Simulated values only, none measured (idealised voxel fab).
Process module in this document: voxel fin reveal
Square cell edge 5 nm, section width 205 nm, ID cut.
Just so we're on the same page, the cross-sections are grids of square cells, and they're listed out in bands top to bottom, each band one or more rows deep. What a band's entry tells you: where the top is and where the bottom is, as heights in nm, and after that what lies inside, material by material from left to right, each with its width in nm. Empty space is written as the word "blank", and a single material marked with the word "everywhere" occupies the band from edge to edge. Counting heights begins at 0, where everything beneath is, in the wafer as received, one material. The lowest band has no bottom; it goes on downwards, as "z 0 and below" shows. Think of "30 to 40" as a width that walks from the first number to the second as you go down the band, top row to bottom row, taking equal-sized steps from row to row. Given "remains unaltered" for a step, no cell of the cross-section differs between before and after that step. "Voids, fully enclosed" means: voids of 8 cells or more that are shut off from the top with no open way through. Written width x height at distance, distance from the left edge, in nm. It should be noted that, on the line of a given step, the content following the step's settings is a remark produced by the simulator itself with respect to that step. overlay nm: how far to the right of its planned place the mask lay on this masked step (negative: to the left).

Listed below are the process steps as planned:
- 1: op RECEIVE | material Si
- 2: op CONFORMAL_DEP | material SiN | thk nm 5
- 3: op DIRECTIONAL_DEP | material aC | thk nm 10
- 4: op PATTERN | tone cover | mask id FINS | material resist | width nm 15 | pitch nm 40 | thk nm 25 | overlay nm 0
- 5: op DIRECTIONAL_ETCH | etch materials aC | depth nm 10
- 6: op STRIP | etch materials resist
- 7: op DIRECTIONAL_ETCH | etch materials SiN | depth nm 5
- 8: op DIRECTIONAL_ETCH | etch materials Si | depth nm 35
- 9: op STRIP | etch materials aC
- 10: op OXIDIZE | depth nm 5
- 11: op FILL_DEP | material SiO2 | thk nm 5
- 12: op CMP | height nm 5
- 13: op SELECTIVE_ETCH | etch materials SiO2 | depth nm 15
- 14: op STRIP | etch materials SiN
- 15: op CONFORMAL_DEP | material SiO2 | thk nm 5

What follows covers the first of two wafers; it ran as planned:

Wafer as received: cross-section following step 1:
  z 0 and below = Si everywhere
  Voids, fully enclosed: none

The wafer in cross-section once step 2 is complete:
  z 5 to 0 = SiN everywhere
  Nothing below the height 0 has changed.

The wafer in cross-section once step 3 is complete:
  z 15 to 5 = aC everywhere
  Nothing below the height 5 has changed.

The wafer in cross-section once step 4 is complete:
  z 40 to 15 = 35 of blank, then 15 of resist, then 25 of blank, then 15 of resist, then 25 of blank, then 15 of resist, then 25 of blank, then 15 of resist, then 35 of blank
  Nothing below the height 15 has changed.

The wafer in cross-section once step 5 is complete:
  z 30 to 15 = 35 of blank, then 15 of resist, then 25 of blank, then 15 of resist, then 25 of blank, then 15 of resist, then 25 of blank, then 15 of resist, then 35 of blank
  z 15 to 5 = 35 of blank, then 15 of aC, then 25 of blank, then 15 of aC, then 25 of blank, then 15 of aC, then 25 of blank, then 15 of aC, then 35 of blank
  Nothing below the height 5 has changed.

The wafer in cross-section once step 6 is complete:
  z 15 to 5 = 35 of blank, then 15 of aC, then 25 of blank, then 15 of aC, then 25 of blank, then 15 of aC, then 25 of blank, then 15 of aC, then 35 of blank
  Nothing below the height 5 has changed.

The wafer in cross-section once step 7 is complete:
  z 15 to 5 = 35 of blank, then 15 of aC, then 25 of blank, then 15 of aC, then 25 of blank, then 15 of aC, then 25 of blank, then 15 of aC, then 35 of blank
  z 5 to 0 = 35 of blank, then 15 of SiN, then 25 of blank, then 15 of SiN, then 25 of blank, then 15 of SiN, then 25 of blank, then 15 of SiN, then 35 of blank
  Nothing below the height 0 has changed.

The wafer in cross-section once step 8 is complete:
  z 15 to 5 = 35 of blank, then 15 of aC, then 25 of blank, then 15 of aC, then 25 of blank, then 15 of aC, then 25 of blank, then 15 of aC, then 35 of blank
  z 5 to 0 = 35 of blank, then 15 of SiN, then 25 of blank, then 15 of SiN, then 25 of blank, then 15 of SiN, then 25 of blank, then 15 of SiN, then 35 of blank
  z 0 to -35 = 35 of blank, then 15 of Si, then 25 of blank, then 15 of Si, then 25 of blank, then 15 of Si, then 25 of blank, then 15 of Si, then 35 of blank
  Nothing below the height -35 has changed.

The wafer in cross-section once step 9 is complete:
  z 5 to 0 = 35 of blank, then 15 of SiN, then 25 of blank, then 15 of SiN, then 25 of blank, then 15 of SiN, then 25 of blank, then 15 of SiN, then 35 of blank
  Nothing below the height 0 has changed.

The wafer in cross-section once step 10 is complete:
  z 5 to 0 = 35 of blank, then 15 of SiN, then 25 of blank, then 15 of SiN, then 25 of blank, then 15 of SiN, then 25 of blank, then 15 of SiN, then 35 of blank
  z 0 to -35 = 35 of blank, then 5 of SiO2, then 5 of Si, then 5 of SiO2, then 25 of blank, then 5 of SiO2, then 5 of Si, then 5 of SiO2, then 25 of blank, then 5 of SiO2, then 5 of Si, then 5 of SiO2, then 25 of blank, then 5 of SiO2, then 5 of Si, then 5 of SiO2, then 35 of blank
  z -35 to -40 = 40 of SiO2, then 5 of Si, then 35 of SiO2, then 5 of Si, then 35 of SiO2, then 5 of Si, then 35 of SiO2, then 5 of Si, then 40 of SiO2
  Nothing below the height -40 has changed.

The wafer in cross-section once step 11 is complete:
  z 10 to 5 = SiO2 everywhere
  z 5 to 0 = 35 of SiO2, then 15 of SiN, then 25 of SiO2, then 15 of SiN, then 25 of SiO2, then 15 of SiN, then 25 of SiO2, then 15 of SiN, then 35 of SiO2
  z 0 to -40 = 40 of SiO2, then 5 of Si, then 35 of SiO2, then 5 of Si, then 35 of SiO2, then 5 of Si, then 35 of SiO2, then 5 of Si, then 40 of SiO2
  Nothing below the height -40 has changed.

The wafer in cross-section once step 12 is complete:
  z 5 to 0 = 35 of SiO2, then 15 of SiN, then 25 of SiO2, then 15 of SiN, then 25 of SiO2, then 15 of SiN, then 25 of SiO2, then 15 of SiN, then 35 of SiO2
  Nothing below the height 0 has changed.

The wafer in cross-section once step 13 is complete:
  z 5 to 0 = 35 of blank, then 15 of SiN, then 25 of blank, then 15 of SiN, then 25 of blank, then 15 of SiN, then 25 of blank, then 15 of SiN, then 35 of blank
  z 0 to -10 = 40 of blank, then 5 of Si, then 35 of blank, then 5 of Si, then 35 of blank, then 5 of Si, then 35 of blank, then 5 of Si, then 40 of blank
  Nothing below the height -10 has changed.

The wafer in cross-section once step 14 is complete:
  z 0 to -10 = 40 of blank, then 5 of Si, then 35 of blank, then 5 of Si, then 35 of blank, then 5 of Si, then 35 of blank, then 5 of Si, then 40 of blank
  Nothing below the height -10 has changed.

The wafer in cross-section once step 15 is complete:
  z 5 to 0 = 35 of blank, then 15 of SiO2, then 25 of blank, then 15 of SiO2, then 25 of blank, then 15 of SiO2, then 25 of blank, then 15 of SiO2, then 35 of blank
  z 0 to -5 = 35 of blank, then 5 of SiO2, then 5 of Si, then 5 of SiO2, then 25 of blank, then 5 of SiO2, then 5 of Si, then 5 of SiO2, then 25 of blank, then 5 of SiO2, then 5 of Si, then 5 of SiO2, then 25 of blank, then 5 of SiO2, then 5 of Si, then 5 of SiO2, then 35 of blank
  z -5 to -40 = 40 of SiO2, then 5 of Si, then 35 of SiO2, then 5 of Si, then 35 of SiO2, then 5 of Si, then 35 of SiO2, then 5 of Si, then 40 of SiO2
  Nothing below the height -40 has changed.

Wafer two. Same start, same plan, one slip in execution. Same as wafer one through step 10, inclusive:

Second wafer cross-section, taken as of the time the plan sets for step 11 to be done:
  z 10 to 0 = SiN everywhere
  z 0 to -35 = 35 of SiN, then 5 of SiO2, then 5 of Si, then 5 of SiO2, then 25 of SiN, then 5 of SiO2, then 5 of Si, then 5 of SiO2, then 25 of SiN, then 5 of SiO2, then 5 of Si, then 5 of SiO2, then 25 of SiN, then 5 of SiO2, then 5 of Si, then 5 of SiO2, then 35 of SiN
  Nothing below the height -35 has changed.

Second wafer cross-section, taken as of the time the plan sets for step 12 to be done:
  z 5 to 0 = SiN everywhere
  Nothing below the height 0 has changed.

Second wafer cross-section, taken as of the time the plan sets for step 13 to be done: remains unaltered

Second wafer cross-section, taken as of the time the plan sets for step 14 to be done:
  z 0 to -35 = 35 of blank, then 5 of SiO2, then 5 of Si, then 5 of SiO2, then 25 of blank, then 5 of SiO2, then 5 of Si, then 5 of SiO2, then 25 of blank, then 5 of SiO2, then 5 of Si, then 5 of SiO2, then 25 of blank, then 5 of SiO2, then 5 of Si, then 5 of SiO2, then 35 of blank
  Nothing below the height -35 has changed.

Second wafer cross-section, taken as of the time the plan sets for step 15 to be done:
  z 5 to 0 = 30 of blank, then 25 of SiO2, then 15 of blank, then 25 of SiO2, then 15 of blank, then 25 of SiO2, then 15 of blank, then 25 of SiO2, then 30 of blank
  z 0 to -30 = 30 of blank, then 10 of SiO2, then 5 of Si, then 10 of SiO2, then 15 of blank, then 10 of SiO2, then 5 of Si, then 10 of SiO2, then 15 of blank, then 10 of SiO2, then 5 of Si, then 10 of SiO2, then 15 of blank, then 10 of SiO2, then 5 of Si, then 10 of SiO2, then 30 of blank
  z -30 to -40 = 40 of SiO2, then 5 of Si, then 35 of SiO2, then 5 of Si, then 35 of SiO2, then 5 of Si, then 35 of SiO2, then 5 of Si, then 40 of SiO2
  Nothing below the height -40 has changed.
What went wrong in running the wafer? planned and actual differ for step 11; actual: op FILL_DEP | material SiN | thk nm 5
Final difference in cells, second wafer against first, listed per material as more or fewer: SiO2 -89
